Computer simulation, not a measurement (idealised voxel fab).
The name of this process module is voxel self aligned vias.
Cross-sectional view cut (width: 280 nm; square cell size: 5 nm).
Cross-section, as written here: a square-cell grid given band by band from the top down, where a band holds one or more rows of cells.
Band entry format. Leading values: height of top, height of bottom, nm. Remainder: materials in left-to-right order, each with its width in nm. Special words: "edge to edge" on a single material, which then fills the band edge to edge; "empty", empty space.
A quick word on heights: they are counted from 0, and under that level the wafer as it came to us is one material throughout. The lowest band is different from the rest in having no bottom; it simply continues downward, written as in "0 and below".
The notation "30..40" denotes a width that varies across the rows of cells in the band, beginning at the first number in the top row, finishing at the second number in the bottom row, and changing by an identical amount from each row to the next.
"nothing got changed" (step): cross-section cells unchanged, all of them.
Entry "Sealed internal voids". Content: empty spaces with no open connection to the top, size 8 cells or greater. Each: width x height at distance. Distance: from left edge. Unit: nm.
Where a step's line continues beyond its settings, the continuation is a remark by the simulator itself on that step.
overlay nm: mask right of planned place by this much (step with mask). Neg. = left.

Process steps - plan:
1. RECEIVE with material Si
2. CONFORMAL_DEP with material SiO2, thk nm 10
3. CONFORMAL_DEP with material SiCN, thk nm 5
4. DIRECTIONAL_DEP with material lowk, thk nm 20
5. MASKED_ETCH with tone open, mask id LINES, width nm 20, pitch nm 65, etch materials lowk, depth nm 20, overlay nm 0
6. CONFORMAL_DEP with material TiN, thk nm 5
7. FILL_DEP with material W, thk nm 10
8. CMP with height nm 35
9. SELECTIVE_ETCH with etch materials W Ru TiN, depth nm 5
10. FILL_DEP with material SiN, thk nm 10
11. CMP with height nm 35
12. DIRECTIONAL_DEP with material lowk, thk nm 20
13. PATTERN with tone open, mask id VIAS, material resist, width nm 40, thk nm 15, overlay nm 0
14. DIRECTIONAL_ETCH with etch materials lowk, depth nm 20
15. DIRECTIONAL_ETCH with etch materials SiN, depth nm 5
16. STRIP with etch materials resist
17. CONFORMAL_DEP with material TiN, thk nm 5
18. FILL_DEP with material Ru, thk nm 5
19. CMP with height nm 55
20. CONFORMAL_DEP with material SiN, thk nm 5

Wafer at receipt (post step 1), cross-section:
* 0 and below | Si edge to edge
* Sealed internal voids: none

End-of-module cross-section. Starting structure and process plan as above; one mistake made in running it:
* 60 down to 55 | SiN edge to edge
* 55 down to 40 | lowk 90, TiN 5, Ru 20, TiN 5, lowk 160
* 40 down to 35 | lowk 90, TiN 10, Ru 10, TiN 10, lowk 160
* 35 down to 30 | lowk 95, TiN 20, lowk 45, SiN 20, lowk 100
* 30 down to 20 | lowk 95, TiN 5, W 10, TiN 5, lowk 45, TiN 5, W 10, TiN 5, lowk 100
* 20 down to 15 | lowk 95, TiN 20, lowk 45, TiN 20, lowk 100
* 15 down to 10 | SiCN edge to edge
* 10 down to 0 | SiO2 edge to edge
* 0 and below | Si edge to edge
* Sealed internal voids: none
Misprocessing identified: in deviation from the planned setting, step 13 was conducted as PATTERN with tone open, mask id VIAS, material resist, width nm 30, thk nm 15, overlay nm 0
